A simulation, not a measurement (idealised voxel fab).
process module | voxel quadruple lines
cross-section cut | 290 nm wide | cells 5 nm
A cross-section is a grid of square cells, given in bands from the top down. A band is one or more rows of cells.
Each band's line starts with the height of the band's top and of its bottom, in nm. Then come its materials from left to right, each with its width in nm. One material with "throughout" fills the band from edge to edge. "air" is empty space.
Height 0 is the level under which the wafer as received is all one material. The lowest band goes on downwards, as in "0 down".
A width such as "30 to 40" changes by the same amount from each row of cells to the next, from the band's top row to its bottom row.
"no change" after a step means that no cell of the cross-section changed.
closed voids: empty space of 8 cells or more with no open way to the top, each as width x height at its distance from the left edge, in nm
after a step's settings: what the simulator itself notes on the step
overlay nm, on a step with a mask: how far to the right of its planned place the mask lay; to the left if negative
plan
1 op RECEIVE | material Si
2 op CONFORMAL_DEP | material Al2O3 | thk nm 5
3 op DIRECTIONAL_DEP | material W | thk nm 10
4 op DIRECTIONAL_DEP | material polySi | thk nm 15
5 op DIRECTIONAL_DEP | material aC | thk nm 20
6 op PATTERN | tone cover | mask id MANDREL | material resist | width nm 35 | pitch nm 100 | thk nm 30 | overlay nm 0
7 op DIRECTIONAL_ETCH | etch materials aC | depth nm 20
8 op STRIP | etch materials resist
9 op CONFORMAL_DEP | material SiO2 | thk nm 15
10 op DIRECTIONAL_ETCH | etch materials SiO2 | depth nm 15
11 op STRIP | etch materials aC
12 op DIRECTIONAL_ETCH | etch materials polySi | depth nm 15
13 op STRIP | etch materials SiO2
14 op CONFORMAL_DEP | material SiCN | thk nm 10
15 op DIRECTIONAL_ETCH | etch materials SiCN | depth nm 10
16 op STRIP | etch materials polySi
17 op DIRECTIONAL_ETCH | etch materials W | depth nm 10
18 op STRIP | etch materials SiCN
19 op FILL_DEP | material SiO2 | thk nm 5
20 op CMP | height nm 15
first wafer, as planned
as received, after step 1
  0 down: Si throughout
  closed voids: none
after step 2
  5 to 0: Al2O3 throughout
  below 0: unchanged
after step 3
  15 to 5: W throughout
  below 5: unchanged
after step 4
  30 to 15: polySi throughout
  below 15: unchanged
after step 5
  50 to 30: aC throughout
  below 30: unchanged
after step 6
  80 to 50: air 75 | resist 35 | air 65 | resist 35 | air 80
  below 50: unchanged
after step 7
  60 to 50: air 75 | resist 35 | air 65 | resist 35 | air 80
  50 to 30: air 75 | aC 35 | air 65 | aC 35 | air 80
  below 30: unchanged
after step 8
  50 to 30: air 75 | aC 35 | air 65 | aC 35 | air 80
  below 30: unchanged
after step 9
  65 to 50: air 60 | SiO2 65 | air 35 | SiO2 65 | air 65
  50 to 45: air 60 | SiO2 15 | aC 35 | SiO2 15 | air 35 | SiO2 15 | aC 35 | SiO2 15 | air 65
  45 to 30: SiO2 75 | aC 35 | SiO2 65 | aC 35 | SiO2 80
  below 30: unchanged
after step 10
  50 to 30: air 60 | SiO2 15 | aC 35 | SiO2 15 | air 35 | SiO2 15 | aC 35 | SiO2 15 | air 65
  below 30: unchanged
after step 11
  50 to 30: air 60 | SiO2 15 | air 35 | SiO2 15 | air 35 | SiO2 15 | air 35 | SiO2 15 | air 65
  below 30: unchanged
after step 12
  50 to 30: air 60 | SiO2 15 | air 35 | SiO2 15 | air 35 | SiO2 15 | air 35 | SiO2 15 | air 65
  30 to 15: air 60 | polySi 15 | air 35 | polySi 15 | air 35 | polySi 15 | air 35 | polySi 15 | air 65
  below 15: unchanged
after step 13
  30 to 15: air 60 | polySi 15 | air 35 | polySi 15 | air 35 | polySi 15 | air 35 | polySi 15 | air 65
  below 15: unchanged
after step 14
  40 to 30: air 50 | SiCN 35 | air 15 | SiCN 35 | air 15 | SiCN 35 | air 15 | SiCN 35 | air 55
  30 to 25: air 50 | SiCN 10 | polySi 15 | SiCN 10 | air 15 | SiCN 10 | polySi 15 | SiCN 10 | air 15 | SiCN 10 | polySi 15 | SiCN 10 | air 15 | SiCN 10 | polySi 15 | SiCN 10 | air 55
  25 to 15: SiCN 60 | polySi 15 | SiCN 35 | polySi 15 | SiCN 35 | polySi 15 | SiCN 35 | polySi 15 | SiCN 65
  below 15: unchanged
after step 15
  30 to 15: air 50 | SiCN 10 | polySi 15 | SiCN 10 | air 15 | SiCN 10 | polySi 15 | SiCN 10 | air 15 | SiCN 10 | polySi 15 | SiCN 10 | air 15 | SiCN 10 | polySi 15 | SiCN 10 | air 55
  below 15: unchanged
after step 16
  30 to 15: air 50 | SiCN 10 | air 15 | SiCN 10 | air 15 | SiCN 10 | air 15 | SiCN 10 | air 15 | SiCN 10 | air 15 | SiCN 10 | air 15 | SiCN 10 | air 15 | SiCN 10 | air 55
  below 15: unchanged
after step 17
  30 to 15: air 50 | SiCN 10 | air 15 | SiCN 10 | air 15 | SiCN 10 | air 15 | SiCN 10 | air 15 | SiCN 10 | air 15 | SiCN 10 | air 15 | SiCN 10 | air 15 | SiCN 10 | air 55
  15 to 5: air 50 | W 10 | air 15 | W 10 | air 15 | W 10 | air 15 | W 10 | air 15 | W 10 | air 15 | W 10 | air 15 | W 10 | air 15 | W 10 | air 55
  below 5: unchanged
after step 18
  15 to 5: air 50 | W 10 | air 15 | W 10 | air 15 | W 10 | air 15 | W 10 | air 15 | W 10 | air 15 | W 10 | air 15 | W 10 | air 15 | W 10 | air 55
  below 5: unchanged
after step 19
  20 to 15: SiO2 throughout
  15 to 5: SiO2 50 | W 10 | SiO2 15 | W 10 | SiO2 15 | W 10 | SiO2 15 | W 10 | SiO2 15 | W 10 | SiO2 15 | W 10 | SiO2 15 | W 10 | SiO2 15 | W 10 | SiO2 55
  below 5: unchanged
after step 20
  15 to 5: SiO2 50 | W 10 | SiO2 15 | W 10 | SiO2 15 | W 10 | SiO2 15 | W 10 | SiO2 15 | W 10 | SiO2 15 | W 10 | SiO2 15 | W 10 | SiO2 15 | W 10 | SiO2 55
  below 5: unchanged
second wafer: like start, like plan, one mistake. Through step 18 it matches the first wafer
when step 19 should have ended
  20 to 15: SiCN throughout
  15 to 5: SiCN 50 | W 10 | SiCN 15 | W 10 | SiCN 15 | W 10 | SiCN 15 | W 10 | SiCN 15 | W 10 | SiCN 15 | W 10 | SiCN 15 | W 10 | SiCN 15 | W 10 | SiCN 55
  below 5: unchanged
when step 20 should have ended
  15 to 5: SiCN 50 | W 10 | SiCN 15 | W 10 | SiCN 15 | W 10 | SiCN 15 | W 10 | SiCN 15 | W 10 | SiCN 15 | W 10 | SiCN 15 | W 10 | SiCN 15 | W 10 | SiCN 55
  below 5: unchanged
what went wrong: step 19 ran as: op FILL_DEP | material SiCN | thk nm 5
at the end the second wafer has, in cells: 84 more of SiCN | 84 fewer of SiO2
